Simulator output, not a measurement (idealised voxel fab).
Proc. module: voxel plated lines
Pictured: cross-section cut, 225 nm wide, on a grid of 5 nm square cells.
Cross-section spec: square-cell grid; bands listed top down; each band is one or more rows.
It is stipulated that each band's entry specify, in nanometres, the height of the top of the band and then that of its bottom, followed by the materials of the band in left-to-right sequence, each together with its width in nanometres. A single material marked by the word "everywhere" is understood to fill the band from edge to edge; the word "empty" is understood to denote empty space.
Where do heights start? At 0: under that level the wafer as delivered is made of one material only. And the lowest band has no floor; it just carries on downward, as in "z 0 and below".
So if you see something like "30->40" for the width, read it as the top row of the band sitting at the first number and the bottom row at the second, with every row in between moving by the same amount as the last.
"no change" for a step: no cell of the cross-section changed in that step.
Listed in "Fully enclosed voids": every empty space of 8 or more cells without an open way to the top. Form: width x height at distance, the distance being from the left edge, all in nm.
On a step's line, text after the settings is the simulator commenting on that step.
If you see "overlay nm" on a step's line and that step has a mask, it's telling you how far right of where it was planned the mask ended up; a negative number means it went left instead.
Planned step list for the process:
1: RECEIVE [material Si]
2: CONFORMAL_DEP [material Al2O3] [thk nm 10]
3: DIRECTIONAL_DEP [material TiN] [thk nm 5]
4: PATTERN [tone open] [mask id LINES] [material resist] [width nm 25] [pitch nm 55] [thk nm 15] [overlay nm -15]
5: EPI [material Ru] [thk nm 10]
6: STRIP [etch materials resist]
7: DIRECTIONAL_ETCH [etch materials TiN] [depth nm 5]
8: CONFORMAL_DEP [material SiO2] [thk nm 10]
Wafer-to-wafer difference: overlay nm, step 4. Common start. Plan = first wafer's value.
Cross-sectional view of the first of several wafers in the as-received condition, corresponding to the state following step 1:
z 0 and below = Si everywhere
Fully enclosed voids: none
Quick look at the cross-section of the first of several wafers after step 8, which wraps up the module:
z 35 to 25 = empty (45) | SiO2 (45) | empty (10) | SiO2 (45) | empty (80)
z 25 to 20 = empty (45) | SiO2 (10) | Ru (25) | SiO2 (10) | empty (10) | SiO2 (10) | Ru (25) | SiO2 (10) | empty (80)
z 20 to 15 = SiO2 (55) | Ru (25) | SiO2 (30) | Ru (25) | SiO2 (90)
z 15 to 10 = SiO2 (55) | TiN (25) | SiO2 (30) | TiN (25) | SiO2 (90)
z 10 to 0 = Al2O3 everywhere
z 0 and below = Si everywhere
Fully enclosed voids: none
Final wafer of several, shown in cross-section at the end of the module:
z 35 to 25 = empty (75) | SiO2 (45) | empty (10) | SiO2 (45) | empty (50)
z 25 to 20 = empty (75) | SiO2 (10) | Ru (25) | SiO2 (10) | empty (10) | SiO2 (10) | Ru (25) | SiO2 (10) | empty (50)
z 20 to 15 = SiO2 (85) | Ru (25) | SiO2 (30) | Ru (25) | SiO2 (60)
z 15 to 10 = SiO2 (85) | TiN (25) | SiO2 (30) | TiN (25) | SiO2 (60)
z 10 to 0 = Al2O3 everywhere
z 0 and below = Si everywhere
Fully enclosed voids: none
each wafer at the end: cells of each material gained (+) or lost (-) since it was received, then its closed voids:
overlay nm -15 | +90 Al2O3 | +20 Ru | +114 SiO2 | +10 TiN | Fully enclosed voids: none
overlay nm -10 | +90 Al2O3 | +20 Ru | +114 SiO2 | +10 TiN | Fully enclosed voids: none
overlay nm -5 | +90 Al2O3 | +20 Ru | +114 SiO2 | +10 TiN | Fully enclosed voids: none
overlay nm 0 | +90 Al2O3 | +20 Ru | +114 SiO2 | +10 TiN | Fully enclosed voids: none
overlay nm 5 | +90 Al2O3 | +20 Ru | +114 SiO2 | +10 TiN | Fully enclosed voids: none
overlay nm 10 | +90 Al2O3 | +20 Ru | +114 SiO2 | +10 TiN | Fully enclosed voids: none
overlay nm 15 | +90 Al2O3 | +20 Ru | +114 SiO2 | +10 TiN | Fully enclosed voids: none
